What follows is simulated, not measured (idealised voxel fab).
process module | voxel wiring stack
Square cells of 5 nm make up the cross-section cut, whose width is 290 nm.
Throughout this document, each cross-section is represented as a grid of square cells and is presented as a sequence of bands enumerated from the top downward, where a band comprises one or more rows of cells. What a band's entry tells you: where the top is and where the bottom is, as heights in nm, and after that what lies inside, material by material from left to right, each with its width in nm. Empty space is written as the word "air", and a single material marked with the word "edge to edge" occupies the band from edge to edge. Ref level 0: as-received wafer is one material below here. Bottom band extends down with no lower bound ("from 0 down"). So if you see something like "30->40" for the width, read it as the top row of the band sitting at the first number and the bottom row at the second, with every row in between moving by the same amount as the last. The designation "no change occurred", where it is given for a processing step, indicates that no cell of the cross-section was altered in the course of that step. What "Voids, fully enclosed" gives you is every empty space of 8 cells or more that is cut off from the top. Each appears as width x height at distance, with the distance taken from the left edge and width, height and distance all in nm. Whatever follows a step's settings on its line is a remark the simulator itself makes about that step. overlay nm: step with mask; distance mask lay right of planned place; negative value = left of planned place. Quick note on how to read the rest: it's all pairs. You get the cross-section before a process step and the one after, but the after one only goes down as far as the lowest band that changed. The step in between, with its settings, sits under the pair. Heads up, the pairs can come from different runs of this module on the same starting wafer, so don't assume a pair picks up from the one above unless its "Pre-step section" entry says it does.
## Pre-step section
- from 170 to 165 = Cu edge to edge
- from 165 to 160 = TiN (115); Cu (15); TiN (25); Cu (15); TiN (120)
- from 160 to 150 = SiO2 (110); TiN (5); Cu (15); TiN (5); SiO2 (15); TiN (5); Cu (15); TiN (5); SiO2 (115)
- from 150 to 145 = SiO2 (110); TiN (5); Cu (5); TiN (15); SiO2 (15); TiN (5); Cu (5); TiN (15); SiO2 (115)
- from 145 to 135 = SiO2 (110); TiN (5); Cu (5); TiN (5); SiO2 (25); TiN (5); Cu (5); TiN (5); SiO2 (125)
- from 135 to 130 = SiCN (110); TiN (15); SiCN (25); TiN (15); SiCN (125)
- from 130 to 120 = SiO2 (110); TiN (5); Cu (15); TiN (5); SiO2 (15); TiN (5); Cu (15); TiN (5); SiO2 (115)
- from 120 to 115 = SiO2 (110); TiN (5); Cu (5); TiN (15); SiO2 (15); TiN (25); SiO2 (115)
- from 115 to 100 = SiO2 (110); TiN (5); Cu (5); TiN (5); SiO2 (165)
- from 100 to 95 = SiCN (110); TiN (15); SiCN (165)
- from 95 to 75 = Ru (110); lowk (25); Ru (15); lowk (25); Ru (115)
- from 75 to 70 = TiN (110); lowk (25); TiN (15); lowk (25); TiN (115)
- from 70 to 50 = SiO2 (110); Ru (15); SiO2 (25); Ru (15); SiO2 (125)
- from 50 to 45 = SiCN (110); Ru (15); SiCN (25); Ru (15); SiCN (125)
- from 45 to 20 = lowk (110); Ru (25); lowk (15); Ru (25); lowk (115)
- from 20 to 15 = lowk (110); TiN (25); lowk (15); TiN (25); lowk (115)
- from 15 to 0 = SiO2 edge to edge
- from 0 down = Si edge to edge
- Voids, fully enclosed: none
## Sectional Result
- from 160 to 150 = SiO2 (110); TiN (5); Cu (15); TiN (5); SiO2 (15); TiN (5); Cu (15); TiN (5); SiO2 (115)
- For the remainder of the cross-section, below 150, there is no change.
- Voids, fully enclosed: none
The two cross-sections above bracket this step: CMP (height nm 160)
Pre-step section: equal to the after panel directly above.
## Sectional Result
- from 165 to 160 = SiCN edge to edge
- For the remainder of the cross-section, below 160, there is no change.
- Voids, fully enclosed: none
The two cross-sections above bracket this step: CONFORMAL_DEP (material SiCN; thk nm 5)
